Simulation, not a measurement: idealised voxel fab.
The process module presented herein is designated voxel trench capacitor.
Shown is cross-section cut, with a width of 225 nm and square cells of size 5 nm.
The cross-sections in this document take the form of a grid made of square cells. They are written out as bands, in order from top to bottom. Each band consists of one or more rows of cells. Each band's line starts with the height of the band's top and of its bottom, in nm. Then come its materials from left to right, each with its width in nm. One material with "all across" fills the band from edge to edge. "blank" is empty space. Height is counted from the level 0, under which the received wafer is composed throughout of one material. The lowest of the bands is not closed at the bottom but continues downward, in the notation "z 0 and below". Think of "30..40" as a width that walks from the first number to the second as you go down the band, top row to bottom row, taking equal-sized steps from row to row. Step note "everything unchanged" = no cross-section cell changed. In "Fully sealed cavities" the enclosed voids are listed, meaning empty spaces of 8 cells or larger without any opening to the top. The form is width x height at distance, distance from the left edge, units nm. Read whatever lies past the settings on a step's line as the simulator's own remark about the step. overlay nm, on a step with a mask: how far to the right of its planned place the mask lay; to the left if negative.

Below is the list of planned process steps:
| 1 | RECEIVE, material Si |
| 2 | CONFORMAL_DEP, material SiN, thk nm 10 |
| 3 | MASKED_ETCH, tone open, mask id TRENCH, width nm 15, pitch nm 35, etch materials SiN, depth nm 10, overlay nm 0 |
| 4 | MASKED_ETCH, tone open, mask id TRENCH, width nm 15, pitch nm 35, etch materials Si, depth nm 40, overlay nm 0 |
| 5 | CONFORMAL_DEP, material Al2O3, thk nm 5 |
| 6 | FILL_DEP, material polySi, thk nm 10 |
| 7 | CMP, height nm 10 |

Cross-section: wafer on arrival = after step 1:
z 0 and below: Si all across
Fully sealed cavities: none

Cross-section, first of two wafers, end of module, run as planned:
z 10 to 0: 70 SiN, 5 Al2O3, 5 polySi, 5 Al2O3, 20 SiN, 5 Al2O3, 5 polySi, 5 Al2O3, 20 SiN, 5 Al2O3, 5 polySi, 5 Al2O3, 70 SiN
z 0 to -35: 70 Si, 5 Al2O3, 5 polySi, 5 Al2O3, 20 Si, 5 Al2O3, 5 polySi, 5 Al2O3, 20 Si, 5 Al2O3, 5 polySi, 5 Al2O3, 70 Si
z -35 to -40: 70 Si, 15 Al2O3, 20 Si, 15 Al2O3, 20 Si, 15 Al2O3, 70 Si
z -40 and below: Si all across
Fully sealed cavities: none

End-of-module cross-section of the second wafer: identical starting point and process plan to the first, with one processing mistake:
z 10 to 0: 70 SiN, 5 Al2O3, 10..5 polySi, 5..10 Al2O3, 15 SiN, 5 Al2O3, 10..5 polySi, 5..10 Al2O3, 15 SiN, 5 Al2O3, 10..5 polySi, 5..10 Al2O3, 65 SiN
z 0 to -35: 70 Si, 5 Al2O3, 5 polySi, 5 Al2O3, 20 Si, 5 Al2O3, 5 polySi, 5 Al2O3, 20 Si, 5 Al2O3, 5 polySi, 5 Al2O3, 70 Si
z -35 to -40: 70 Si, 15 Al2O3, 20 Si, 15 Al2O3, 20 Si, 15 Al2O3, 70 Si
z -40 and below: Si all across
Fully sealed cavities: none
Heads up, the wafer didn't run the way we planned it: off-plan run, step 3, actual operation and settings MASKED_ETCH, tone open, mask id TRENCH, width nm 20, pitch nm 35, etch materials SiN, depth nm 10, overlay nm 0
Looking at both finished wafers in cells, the second ends up ahead of or behind the first on some materials: Al2O3 +3 | SiN -6 | polySi +3
